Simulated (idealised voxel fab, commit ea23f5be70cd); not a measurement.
Process module under the name voxel self aligned contacts
This is section cut - it's 155 nm across, gridded in 5 nm square cells.
Cross-section layout: square cells on a grid; listed as bands, top to bottom; a band spans one or more cell rows.
What a band's entry tells you: where the top is and where the bottom is, as heights in nm, and after that what lies inside, material by material from left to right, each with its width in nm. Empty space is written as the word "empty", and a single material marked with the word "full width" occupies the band from edge to edge.
Height is counted from the level 0, under which the received wafer is composed throughout of one material. The lowest of the bands is not closed at the bottom but continues downward, in the notation "0 -> down".
Quick explanation for "30 to 40": the width changes in equal steps down the rows of cells, from the first number in the band's top row to the second number in its bottom row.
For the purposes of this document, the phrase "no change" attached to a step denotes that no cell within the cross-section was modified by that step.
Listed closed voids: empty space of 8 cells or more with no open way to the top, each as width x height at its distance from the left edge, in nm
Where a step's line continues beyond its settings, the continuation is a remark by the simulator itself on that step.
overlay nm: for a step with a mask, the amount by which the mask lay right of where it was planned; a negative amount means left of it.

-- The following list gives the planned process steps
1) RECEIVE, material Si
2) OXIDIZE, depth nm 5
3) DIRECTIONAL_DEP, material polySi, thk nm 30
4) DIRECTIONAL_DEP, material SiN, thk nm 25
5) PATTERN, tone cover, mask id GATE, material resist, width nm 25, pitch nm 65, thk nm 20, overlay nm 0
6) DIRECTIONAL_ETCH, etch materials SiN, depth nm 25
7) DIRECTIONAL_ETCH, etch materials polySi, depth nm 30
8) STRIP, etch materials resist
9) CONFORMAL_DEP, material SiN, thk nm 10
10) DIRECTIONAL_ETCH, etch materials SiN, depth nm 10
11) FILL_DEP, material SiO2, thk nm 20
12) CMP, height nm 65
13) PATTERN, tone open, mask id CONTACT, material resist, width nm 40, thk nm 20, overlay nm 0
14) DIRECTIONAL_ETCH, etch materials SiO2, depth nm 70
15) STRIP, etch materials resist
16) CONFORMAL_DEP, material TiN, thk nm 5
17) FILL_DEP, material W, thk nm 5
18) CMP, height nm 65
19) CONFORMAL_DEP, material SiN, thk nm 5
Variable across wafers: step 13 width nm (plan value is that of the first wafer; starting state common to all).

-- The first of several wafers as received, shown in cross-section; this is its state after step 1
* 0 -> down  Si full width
* Listed closed voids: none

-- Note: the following table is arranged by wafer, a row apiece. Each row reports the end-of-module state: per material, cells gained (+) or cells lost (-) compared with the wafer as received; closed voids follow
width nm 40, -31 Si, +169 SiN, +172 SiO2, +34 TiN, +30 W, +60 polySi, Listed closed voids: none
width nm 45, -31 Si, +169 SiN, +170 SiO2, +35 TiN, +31 W, +60 polySi, Listed closed voids: none
width nm 50, -31 Si, +169 SiN, +168 SiO2, +36 TiN, +32 W, +60 polySi, Listed closed voids: none
width nm 55, -31 Si, +169 SiN, +166 SiO2, +37 TiN, +33 W, +60 polySi, Listed closed voids: none
width nm 60, -31 Si, +169 SiN, +164 SiO2, +38 TiN, +34 W, +60 polySi, Listed closed voids: none
width nm 65, -31 Si, +169 SiN, +162 SiO2, +39 TiN, +35 W, +60 polySi, Listed closed voids: none
